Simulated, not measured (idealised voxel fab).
The following process module bears the name voxel double patterning.
The cross-section shown here is cut; it is 260 nm wide and divided into square cells measuring 5 nm on a side.
A cross-section in this document is a grid of square cells, and it is written down as bands, the top band listed before the ones below it; a band is made up of one or more rows of cells. Look at the band entry: it leads with the top's height and the bottom's height in nm. Then it lists the materials left to right, with a width in nm for each. The word "edge to edge" on a single material says that material fills the band edge to edge. The word "blank" is empty space. Measure heights from 0. That's the level where, below it, the as-received wafer is all one material. The lowest band is bottomless and extends downward; write it as in "top 0, no bottom". A two-number width, for instance "30->40", indicates that the width is equal to the first number in the top row of the band and to the second number in the bottom row, and that it changes by a constant amount per row of cells. Step marked "no alteration"? Then no cell in the cross-section changed in it. You'll see "Enclosed internal cavities" listing empty spaces that have no way open to the top, as long as they're 8 cells or more; the notation is width x height at distance, where the distance is from the left edge, and all of it is in nm. It should be noted that, on the line of a given step, the content following the step's settings is a remark produced by the simulator itself with respect to that step. Regarding "overlay nm": on a step with a mask, it is the distance the mask lay to the right of its planned place; a negative value places it to the left.
The planned process steps are enumerated hereunder
| 1 | RECEIVE: material Si |
| 2 | CONFORMAL_DEP: material SiO2, thk nm 10 |
| 3 | DIRECTIONAL_DEP: material TiN, thk nm 15 |
| 4 | DIRECTIONAL_DEP: material SiCN, thk nm 5 |
| 5 | MASKED_ETCH: tone open, mask id FIRST, width nm 15, pitch nm 50, etch materials SiCN, depth nm 5, overlay nm 0 |
| 6 | DIRECTIONAL_DEP: material aC, thk nm 15 |
| 7 | PATTERN: tone open, mask id SECOND, material resist, width nm 15, pitch nm 50, thk nm 35, overlay nm 0 |
| 8 | DIRECTIONAL_ETCH: etch materials aC, depth nm 15 |
| 9 | STRIP: etch materials resist |
| 10 | DIRECTIONAL_ETCH: etch materials SiCN, depth nm 5 |
| 11 | STRIP: etch materials aC |
| 12 | DIRECTIONAL_ETCH: etch materials TiN, depth nm 15 |
| 13 | STRIP: etch materials SiCN |
The first of two wafers, run as planned
Incoming wafer, cross-sectional view, post step 1
  top 0, no bottom  Si edge to edge
  Enclosed internal cavities: none
after step 2
  top 10, bottom 0  SiO2 edge to edge
  Below 0, no change.
after step 3
  top 25, bottom 10  TiN edge to edge
  Below 10, no change.
after step 4
  top 30, bottom 25  SiCN edge to edge
  Below 25, no change.
after step 5
  top 30, bottom 25  SiCN: 70  blank: 15  SiCN: 35  blank: 15  SiCN: 35  blank: 15  SiCN: 75
  Below 25, no change.
after step 6
  top 45, bottom 40  aC: 70  blank: 15  aC: 35  blank: 15  aC: 35  blank: 15  aC: 75
  top 40, bottom 30  aC edge to edge
  top 30, bottom 25  SiCN: 70  aC: 15  SiCN: 35  aC: 15  SiCN: 35  aC: 15  SiCN: 75
  Below 25, no change.
after step 7
  top 80, bottom 45  resist: 95  blank: 15  resist: 35  blank: 15  resist: 100
  top 45, bottom 40  aC: 70  resist: 15  aC: 35  resist: 15  aC: 35  resist: 15  aC: 75
  Below 40, no change.
after step 8
  top 65, bottom 45  resist: 95  blank: 15  resist: 35  blank: 15  resist: 100
  top 45, bottom 40  aC: 70  resist: 15  aC: 10  blank: 15  aC: 10  resist: 15  aC: 10  blank: 15  aC: 10  resist: 15  aC: 75
  top 40, bottom 30  aC: 95  blank: 15  aC: 35  blank: 15  aC: 100
  Below 30, no change.
after step 9
  top 45, bottom 40  aC: 70  blank: 15  aC: 10  blank: 15  aC: 10  blank: 15  aC: 10  blank: 15  aC: 10  blank: 15  aC: 75
  Below 40, no change.
after step 10
  top 45, bottom 40  aC: 70  blank: 15  aC: 10  blank: 15  aC: 10  blank: 15  aC: 10  blank: 15  aC: 10  blank: 15  aC: 75
  top 40, bottom 30  aC: 95  blank: 15  aC: 35  blank: 15  aC: 100
  top 30, bottom 25  SiCN: 70  aC: 15  SiCN: 10  blank: 15  SiCN: 10  aC: 15  SiCN: 10  blank: 15  SiCN: 10  aC: 15  SiCN: 75
  Below 25, no change.
after step 11
  top 30, bottom 25  SiCN: 70  blank: 15  SiCN: 10  blank: 15  SiCN: 10  blank: 15  SiCN: 10  blank: 15  SiCN: 10  blank: 15  SiCN: 75
  Below 25, no change.
after step 12
  top 30, bottom 25  SiCN: 70  blank: 15  SiCN: 10  blank: 15  SiCN: 10  blank: 15  SiCN: 10  blank: 15  SiCN: 10  blank: 15  SiCN: 75
  top 25, bottom 10  TiN: 70  blank: 15  TiN: 10  blank: 15  TiN: 10  blank: 15  TiN: 10  blank: 15  TiN: 10  blank: 15  TiN: 75
  Below 10, no change.
after step 13
  top 25, bottom 10  TiN: 70  blank: 15  TiN: 10  blank: 15  TiN: 10  blank: 15  TiN: 10  blank: 15  TiN: 10  blank: 15  TiN: 75
  Below 10, no change.
Second wafer. Start and plan as for the first. One mistake made in running. Agrees with the first up to and including step 1
Cross-section of the second wafer corresponding to the planned conclusion of step 2
  top 15, bottom 0  TiN edge to edge
  Below 0, no change.
Cross-section of the second wafer corresponding to the planned conclusion of step 3
  top 25, bottom 15  SiO2 edge to edge
  Below 15, no change.
Cross-section of the second wafer corresponding to the planned conclusion of step 4
  top 30, bottom 25  SiCN edge to edge
  Below 25, no change.
Cross-section of the second wafer corresponding to the planned conclusion of step 5
  top 30, bottom 25  SiCN: 70  blank: 15  SiCN: 35  blank: 15  SiCN: 35  blank: 15  SiCN: 75
  Below 25, no change.
Cross-section of the second wafer corresponding to the planned conclusion of step 6
  top 45, bottom 40  aC: 70  blank: 15  aC: 35  blank: 15  aC: 35  blank: 15  aC: 75
  top 40, bottom 30  aC edge to edge
  top 30, bottom 25  SiCN: 70  aC: 15  SiCN: 35  aC: 15  SiCN: 35  aC: 15  SiCN: 75
  Below 25, no change.
Cross-section of the second wafer corresponding to the planned conclusion of step 7
  top 80, bottom 45  resist: 95  blank: 15  resist: 35  blank: 15  resist: 100
  top 45, bottom 40  aC: 70  resist: 15  aC: 35  resist: 15  aC: 35  resist: 15  aC: 75
  Below 40, no change.
Cross-section of the second wafer corresponding to the planned conclusion of step 8
  top 65, bottom 45  resist: 95  blank: 15  resist: 35  blank: 15  resist: 100
  top 45, bottom 40  aC: 70  resist: 15  aC: 10  blank: 15  aC: 10  resist: 15  aC: 10  blank: 15  aC: 10  resist: 15  aC: 75
  top 40, bottom 30  aC: 95  blank: 15  aC: 35  blank: 15  aC: 100
  Below 30, no change.
Cross-section of the second wafer corresponding to the planned conclusion of step 9
  top 45, bottom 40  aC: 70  blank: 15  aC: 10  blank: 15  aC: 10  blank: 15  aC: 10  blank: 15  aC: 10  blank: 15  aC: 75
  Below 40, no change.
Cross-section of the second wafer corresponding to the planned conclusion of step 10
  top 45, bottom 40  aC: 70  blank: 15  aC: 10  blank: 15  aC: 10  blank: 15  aC: 10  blank: 15  aC: 10  blank: 15  aC: 75
  top 40, bottom 30  aC: 95  blank: 15  aC: 35  blank: 15  aC: 100
  top 30, bottom 25  SiCN: 70  aC: 15  SiCN: 10  blank: 15  SiCN: 10  aC: 15  SiCN: 10  blank: 15  SiCN: 10  aC: 15  SiCN: 75
  Below 25, no change.
Cross-section of the second wafer corresponding to the planned conclusion of step 11
  top 30, bottom 25  SiCN: 70  blank: 15  SiCN: 10  blank: 15  SiCN: 10  blank: 15  SiCN: 10  blank: 15  SiCN: 10  blank: 15  SiCN: 75
  Below 25, no change.
Cross-section of the second wafer corresponding to the planned conclusion of step 12: no alteration
Cross-section of the second wafer corresponding to the planned conclusion of step 13
  top 25, bottom 15  SiO2 edge to edge
  Below 15, no change.
In executing the process, a mistake was made relative to the plan: so 2 and 3 got swapped relative to the plan, each ran where the other was supposed to
FYI, end of process, the second wafer has more or fewer cells of some materials than the first: TiN +45
